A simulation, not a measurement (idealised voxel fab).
Documented hereafter: the process module known as voxel self aligned contacts.
cross-section cut | 145 nm wide | cells 5 nm
Format of a cross-section: grid, square cells. Given as bands. Order: top down. Band: one or more rows of cells.
First you get the band's top height and its bottom height, in nm, and then the materials it's made of, left to right, with each width in nm. If you see a single material with "edge to edge", that one covers the band edge to edge. "empty" is empty space.
Below 0: as-received wafer, all one material; heights counted from there. Lowest band: no bottom, goes on down, written "z 0 and below".
When a width is written as two numbers, as in "30..40", the first number is the width in the top row of cells of the band and the second is the width in its bottom row, and the width changes by the same amount from each row to the next.
Key: "everything unchanged" - step with no changed cell in the cross-section.
Look at "Non-vented voids" for the closed voids: empty spaces with no open path to the top, sized 8 cells or up. Each is width x height at distance, distance from the left edge, all nm.
On a step's line, text after the settings is the simulator commenting on that step.
You can add "overlay nm" to a step's line. For a step with a mask, it describes how far the mask lay to the right of its planned position, and a negative number describes a lay to the left.

## Process steps foreseen in the plan
1,RECEIVE | material Si
2,OXIDIZE | depth nm 5
3,DIRECTIONAL_DEP | material polySi | thk nm 20
4,DIRECTIONAL_DEP | material SiN | thk nm 25
5,DIRECTIONAL_DEP | material aC | thk nm 10
6,PATTERN | tone cover | mask id GATE | material resist | width nm 35 | pitch nm 75 | thk nm 25 | overlay nm 0
7,DIRECTIONAL_ETCH | etch materials aC | depth nm 10
8,STRIP | etch materials resist
9,DIRECTIONAL_ETCH | etch materials SiN | depth nm 25
10,DIRECTIONAL_ETCH | etch materials polySi | depth nm 20
11,STRIP | etch materials aC
12,CONFORMAL_DEP | material SiN | thk nm 10
13,DIRECTIONAL_ETCH | etch materials SiN | depth nm 10
14,FILL_DEP | material SiO2 | thk nm 15
15,CMP | height nm 55
16,MASKED_ETCH | tone open | mask id CONTACT | width nm 50 | etch materials SiO2 | depth nm 60 | overlay nm -15
17,CONFORMAL_DEP | material TiN | thk nm 5
18,FILL_DEP | material Ru | thk nm 5
19,CMP | height nm 55
20,CONFORMAL_DEP | material SiCN | thk nm 5
Split variable: overlay nm, step 16. Plan value = first wafer. Wafers start alike.

## This is how the first of several wafers looked in cross-section when it arrived, which is after step 1
z 0 and below | Si edge to edge
Non-vented voids: none

## Here's the first of several wafers in cross-section, end of the module, after the last step, step 20
z 60 to 55 | SiCN edge to edge
z 55 to 45 | 30 of SiO2, then 5..35 of TiN, then 40..10 of Ru, then 5 of TiN, then 65 of SiO2
z 45 to 20 | 5 of SiO2, then 55 of SiN, then 5 of TiN, then 10 of Ru, then 5 of TiN, then 55 of SiN, then 10 of SiO2
z 20 to 0 | 5 of SiO2, then 10 of SiN, then 35 of polySi, then 10 of SiN, then 5 of TiN, then 10 of Ru, then 5 of TiN, then 10 of SiN, then 35 of polySi, then 10 of SiN, then 10 of SiO2
z 0 to -5 | 60 of SiO2, then 20 of TiN, then 65 of SiO2
z -5 and below | Si edge to edge
Non-vented voids: none

## The final wafer, sectioned at module end
z 60 to 55 | SiCN edge to edge
z 55 to 45 | 60 of SiO2, then 5 of TiN, then 40..10 of Ru, then 5..35 of TiN, then 35 of SiO2
z 45 to 20 | 5 of SiO2, then 55 of SiN, then 5 of TiN, then 10 of Ru, then 5 of TiN, then 55 of SiN, then 10 of SiO2
z 20 to 0 | 5 of SiO2, then 10 of SiN, then 35 of polySi, then 10 of SiN, then 5 of TiN, then 10 of Ru, then 5 of TiN, then 10 of SiN, then 35 of polySi, then 10 of SiN, then 10 of SiO2
z 0 to -5 | 60 of SiO2, then 20 of TiN, then 65 of SiO2
z -5 and below | Si edge to edge
Non-vented voids: none

## Rows = wafers. At module end, each row lists per material the cells gained (+) or lost (-) since the wafer was received, then the closed voids
overlay nm -15; +28 Ru; -29 Si; +29 SiCN; +142 SiN; +90 SiO2; +32 TiN; +56 polySi; Non-vented voids: none
overlay nm -10; +28 Ru; -29 Si; +29 SiCN; +142 SiN; +90 SiO2; +32 TiN; +56 polySi; Non-vented voids: none
overlay nm -5; +28 Ru; -29 Si; +29 SiCN; +142 SiN; +90 SiO2; +32 TiN; +56 polySi; Non-vented voids: none
overlay nm 0; +28 Ru; -29 Si; +29 SiCN; +142 SiN; +90 SiO2; +32 TiN; +56 polySi; Non-vented voids: none
overlay nm 5; +28 Ru; -29 Si; +29 SiCN; +142 SiN; +90 SiO2; +32 TiN; +56 polySi; Non-vented voids: none
overlay nm 10; +28 Ru; -29 Si; +29 SiCN; +142 SiN; +90 SiO2; +32 TiN; +56 polySi; Non-vented voids: none
overlay nm 15; +28 Ru; -29 Si; +29 SiCN; +142 SiN; +90 SiO2; +32 TiN; +56 polySi; Non-vented voids: none
